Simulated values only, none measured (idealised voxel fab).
Process module name: voxel self aligned contacts
cross-section cut | 210 nm wide | cells 5 nm
How to read a cross-section here: the picture is a grid of square cells, written as bands going from the top down, and any band can span one or more rows of cells.
For a band, the entry starts with two heights in nm, that of the top and then that of the bottom, and carries on with the band's materials in order from left to right, each alongside its width in nm; the word "edge to edge" beside a single material means it fills the band edge to edge, and "blank" means empty space.
All heights in this document are referenced to 0, defined as the level beneath which the wafer, as received, consists entirely of one material. The lowest band is not bounded below; it extends indefinitely downward and is written in the form "0 and below".
A width such as "30->40" changes by the same amount from each row of cells to the next, from the band's top row to its bottom row.
A step reported as "nothing changed" is a step in which no cell of the cross-section changed.
Any empty space of 8 cells or more lacking an open way to the top shows up in "Completely enclosed voids" as width x height at distance, distance from the left edge, in nm.
Where a step's line continues beyond its settings, the continuation is a remark by the simulator itself on that step.
"overlay nm" denotes, for a step that has a mask, the displacement of the mask to the right of its planned place, with negative values corresponding to the left.

**Here's what the planned process steps look like**
step 1: RECEIVE,material Si
step 2: CONFORMAL_DEP,material SiO2,thk nm 5
step 3: DIRECTIONAL_DEP,material polySi,thk nm 30
step 4: DIRECTIONAL_DEP,material SiN,thk nm 20
step 5: PATTERN,tone cover,mask id GATE,material resist,width nm 30,pitch nm 55,thk nm 15,overlay nm 0
step 6: DIRECTIONAL_ETCH,etch materials SiN,depth nm 20
step 7: DIRECTIONAL_ETCH,etch materials polySi,depth nm 30
step 8: STRIP,etch materials resist
step 9: CONFORMAL_DEP,material SiN,thk nm 5
step 10: DIRECTIONAL_ETCH,etch materials SiN,depth nm 5
step 11: FILL_DEP,material SiO2,thk nm 15
step 12: CMP,height nm 60
step 13: MASKED_ETCH,tone open,mask id CONTACT,width nm 35,pitch nm 55,etch materials SiO2,depth nm 60,overlay nm 0
step 14: CONFORMAL_DEP,material TiN,thk nm 5
step 15: FILL_DEP,material W,thk nm 5
step 16: CMP,height nm 60
step 17: CONFORMAL_DEP,material SiCN,thk nm 5

**Cross-section of the incoming wafer, state after step 1**
	0 and below = Si edge to edge
	Completely enclosed voids: none

**The first of the two wafers as seen in cross-section once the module was finished; processing followed the plan**
	65 down to 60 = SiCN edge to edge
	60 down to 55 = SiO2 (60), then TiN (15), then W (5), then TiN (15), then SiO2 (20), then TiN (15), then W (5), then TiN (15), then SiO2 (60)
	55 down to 35 = SiO2 (30), then SiN (40), then TiN (5), then W (5), then TiN (5), then SiN (40), then TiN (5), then W (5), then TiN (5), then SiN (40), then SiO2 (30)
	35 down to 5 = SiO2 (30), then SiN (5), then polySi (30), then SiN (5), then TiN (5), then W (5), then TiN (5), then SiN (5), then polySi (30), then SiN (5), then TiN (5), then W (5), then TiN (5), then SiN (5), then polySi (30), then SiN (5), then SiO2 (30)
	5 down to 0 = SiO2 (70), then TiN (15), then SiO2 (40), then TiN (15), then SiO2 (70)
	0 and below = Si edge to edge
	Completely enclosed voids: none

**Cross-section, wafer two of two, end of module: same start and plan as wafer one, one error in execution**
	65 down to 60 = SiCN edge to edge
	60 down to 55 = SiO2 (60), then TiN (35), then SiO2 (20), then TiN (35), then SiO2 (60)
	55 down to 35 = SiN (40), then SiO2 (20), then SiN (35), then SiO2 (20), then SiN (35), then SiO2 (20), then SiN (40)
	35 down to 5 = polySi (35), then SiN (5), then SiO2 (20), then SiN (5), then polySi (25), then SiN (5), then SiO2 (20), then SiN (5), then polySi (25), then SiN (5), then SiO2 (20), then SiN (5), then polySi (35)
	5 down to 0 = SiO2 edge to edge
	0 and below = Si edge to edge
	Completely enclosed voids: none
Want to know what went wrong? heads up, step 5 didn't go per plan, it actually ran as PATTERN,tone open,mask id GATE,material resist,width nm 30,pitch nm 55,thk nm 15,overlay nm 0
Final comparison by cell count, materials where the second wafer has more or fewer than the first: 24 more of SiN, 6 more of SiO2, 44 fewer of TiN, 22 fewer of W, 36 more of polySi
